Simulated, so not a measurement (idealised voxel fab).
This is a process module. Its name is voxel fin reveal.
For reference, the cross-section in this document is cut, with width 290 nm and square cells of 5 nm.
Bands, listed from the top down, are how a cross-section gets written in this document; the cross-section itself is a grid of square cells, and a band is one or more rows of them. Each band's line starts with the height of the band's top and of its bottom, in nm. Then come its materials from left to right, each with its width in nm. One material with "edge to edge" fills the band from edge to edge. "air" is empty space. Height datum 0, below which the as-received substrate wafer is one material. Lowest band open at the bottom, running downward: "0 -> down". Think of "30 to 40" as a width that walks from the first number to the second as you go down the band, top row to bottom row, taking equal-sized steps from row to row. It should be understood that the words "nothing altered", when stated for a given step, signify that the cross-section underwent no change in any of its cells during that step. "Enclosed voids" lists enclosed empty spaces (at least 8 cells, no open path upward to the top), each as width x height at distance from the left edge, in nm. What comes after the settings on a step's line is commentary from the simulator itself on that step. "overlay nm" denotes, for a step that has a mask, the displacement of the mask to the right of its planned place, with negative values corresponding to the left.
**Process steps foreseen in the plan**
| 1 | RECEIVE [material Si] |
| 2 | CONFORMAL_DEP [material SiN] [thk nm 5] |
| 3 | PATTERN [tone cover] [mask id FINS] [material resist] [width nm 15] [pitch nm 40] [thk nm 15] [overlay nm 0] |
| 4 | DIRECTIONAL_ETCH [etch materials SiN] [depth nm 10] |
| 5 | DIRECTIONAL_ETCH [etch materials Si] [depth nm 35] |
| 6 | STRIP [etch materials resist] |
| 7 | OXIDIZE [depth nm 5] |
| 8 | FILL_DEP [material SiO2] [thk nm 5] |
| 9 | CMP [height nm 10] |
| 10 | SELECTIVE_ETCH [etch materials SiO2] [depth nm 25] |
| 11 | STRIP [etch materials SiN] |
| 12 | CONFORMAL_DEP [material HfO2] [thk nm 5] |
Where the wafers of this document differ is in the thk nm of step 2; they start out the same, and the plan states the value that applied to the first wafer.
**So this is the first of several wafers, cross-sectioned as it came to us, meaning it's at the end of step 1**
  0 -> down  Si edge to edge
  Enclosed voids: none
**End-of-module cross-section, first of several wafers, after last step 12**
  5 -> 0  air 115; HfO2 15; air 25; HfO2 15; air 120
  0 -> -10  air 115; HfO2 5; Si 5; HfO2 5; air 25; HfO2 5; Si 5; HfO2 5; air 120
  -10 -> -15  HfO2 120; Si 5; HfO2 35; Si 5; HfO2 125
  -15 -> -40  SiO2 120; Si 5; SiO2 35; Si 5; SiO2 125
  -40 -> down  Si edge to edge
  Enclosed voids: none
**Of the several wafers, the last: cross-section at the end of the module**
  5 -> 0  HfO2 edge to edge
  0 -> down  Si edge to edge
  Enclosed voids: none
**Gained (+) or lost (-) cells of each material since receipt, then closed voids: one row per wafer, at the end of the module**
thk nm 5, +70 HfO2, -448 Si, +280 SiO2, Enclosed voids: none
thk nm 10, +70 HfO2, -448 Si, +280 SiO2, Enclosed voids: none
thk nm 15, +58 HfO2, Enclosed voids: none
thk nm 20, +58 HfO2, Enclosed voids: none
thk nm 25, +58 HfO2, Enclosed voids: none
